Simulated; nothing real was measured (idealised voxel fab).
Process module in this document: voxel capacitor over wiring
Pictured: cross-section cut, 215 nm wide, on a grid of 5 nm square cells.
A cross-section is a grid of square cells, given in bands from the top down. A band is one or more rows of cells.
In this notation a band is specified by the heights of its top and bottom, in that order and in nm, after which its materials appear from left to right, each paired with its width in nm. The word "throughout" attached to a single material means that material fills the band from edge to edge; the word "empty" stands for empty space.
Height is counted from the level 0, under which the received wafer is composed throughout of one material. The lowest of the bands is not closed at the bottom but continues downward, in the notation "0 nm and below".
A two-number width, for instance "30 to 40", indicates that the width is equal to the first number in the top row of the band and to the second number in the bottom row, and that it changes by a constant amount per row of cells.
Any step labelled "remained unchanged" changed none of the cells in the cross-section.
Entry "Enclosed void list". Content: empty spaces with no open connection to the top, size 8 cells or greater. Each: width x height at distance. Distance: from left edge. Unit: nm.
Step line, after settings: the simulator's comment on this step.
overlay nm: mask right of planned place by this much (step with mask). Neg. = left.
Plan
1) RECEIVE: material Si
2) CONFORMAL_DEP: material SiO2, thk nm 15
3) DIRECTIONAL_DEP: material TiN, thk nm 5
4) DIRECTIONAL_DEP: material W, thk nm 15
5) DIRECTIONAL_DEP: material aC, thk nm 15
6) PATTERN: tone cover, mask id METAL_1, material resist, width nm 20, pitch nm 70, thk nm 35, overlay nm 0
7) DIRECTIONAL_ETCH: etch materials aC, depth nm 15
8) STRIP: etch materials resist
9) DIRECTIONAL_ETCH: etch materials W, depth nm 15
10) DIRECTIONAL_ETCH: etch materials TiN, depth nm 5
11) STRIP: etch materials aC
12) CONFORMAL_DEP: material SiN, thk nm 5
13) FILL_DEP: material lowk, thk nm 10
14) CMP: height nm 35
15) CONFORMAL_DEP: material SiCN, thk nm 5
16) DIRECTIONAL_DEP: material lowk, thk nm 20
17) MASKED_ETCH: tone open, mask id PLUG_1, width nm 15, etch materials lowk, depth nm 20, overlay nm 0
18) MASKED_ETCH: tone open, mask id PLUG_1, width nm 15, etch materials SiCN, depth nm 5, overlay nm 0
19) CONFORMAL_DEP: material TiN, thk nm 5
20) FILL_DEP: material Cu, thk nm 10
21) CMP: height nm 60
22) DIRECTIONAL_DEP: material TiN, thk nm 10
23) DIRECTIONAL_DEP: material HfO2, thk nm 5
24) DIRECTIONAL_DEP: material TiN, thk nm 10
25) PATTERN: tone cover, mask id UPPER_PLATE, material resist, width nm 55, thk nm 15, overlay nm 0
26) DIRECTIONAL_ETCH: etch materials TiN, depth nm 10
27) DIRECTIONAL_ETCH: etch materials HfO2, depth nm 5
28) STRIP: etch materials resist
29) PATTERN: tone cover, mask id LOWER_PLATE, material resist, width nm 65, thk nm 20, overlay nm 0
30) DIRECTIONAL_ETCH: etch materials TiN, depth nm 10
31) STRIP: etch materials resist
32) FILL_DEP: material SiO2, thk nm 20
33) CMP: height nm 100
34) MASKED_ETCH: tone open, mask id PLUG_2, width nm 15, etch materials SiO2, depth nm 15, overlay nm 0
35) CONFORMAL_DEP: material TiN, thk nm 5
36) FILL_DEP: material Cu, thk nm 10
37) CMP: height nm 100
38) CONFORMAL_DEP: material SiN, thk nm 5
Shown in cross-section is the wafer as received, that is, as it stands after step 1
    0 nm and below = Si throughout
    Enclosed void list: none
Final cross-section, module run with one mistake (start and plan as above)
    105 nm to 100 nm = SiN throughout
    100 nm to 90 nm = 75 of SiO2 / 5 of TiN / 5 of Cu / 5 of TiN / 125 of SiO2
    90 nm to 85 nm = 75 of SiO2 / 15 of TiN / 125 of SiO2
    85 nm to 75 nm = 65 of SiO2 / 55 of TiN / 95 of SiO2
    75 nm to 70 nm = 65 of SiO2 / 55 of HfO2 / 95 of SiO2
    70 nm to 60 nm = 60 of SiO2 / 65 of TiN / 90 of SiO2
    60 nm to 40 nm = 65 of lowk / 5 of TiN / 5 of Cu / 5 of TiN / 135 of lowk
    40 nm to 35 nm = 65 of SiCN / 15 of TiN / 135 of SiCN
    35 nm to 30 nm = 60 of SiN / 20 of TiN / 50 of SiN / 20 of TiN / 65 of SiN
    30 nm to 0 nm = SiO2 throughout
    0 nm and below = Si throughout
    Enclosed void list: none
Heads up, the wafer didn't run the way we planned it: heads up, step 2 of the plan got done twice
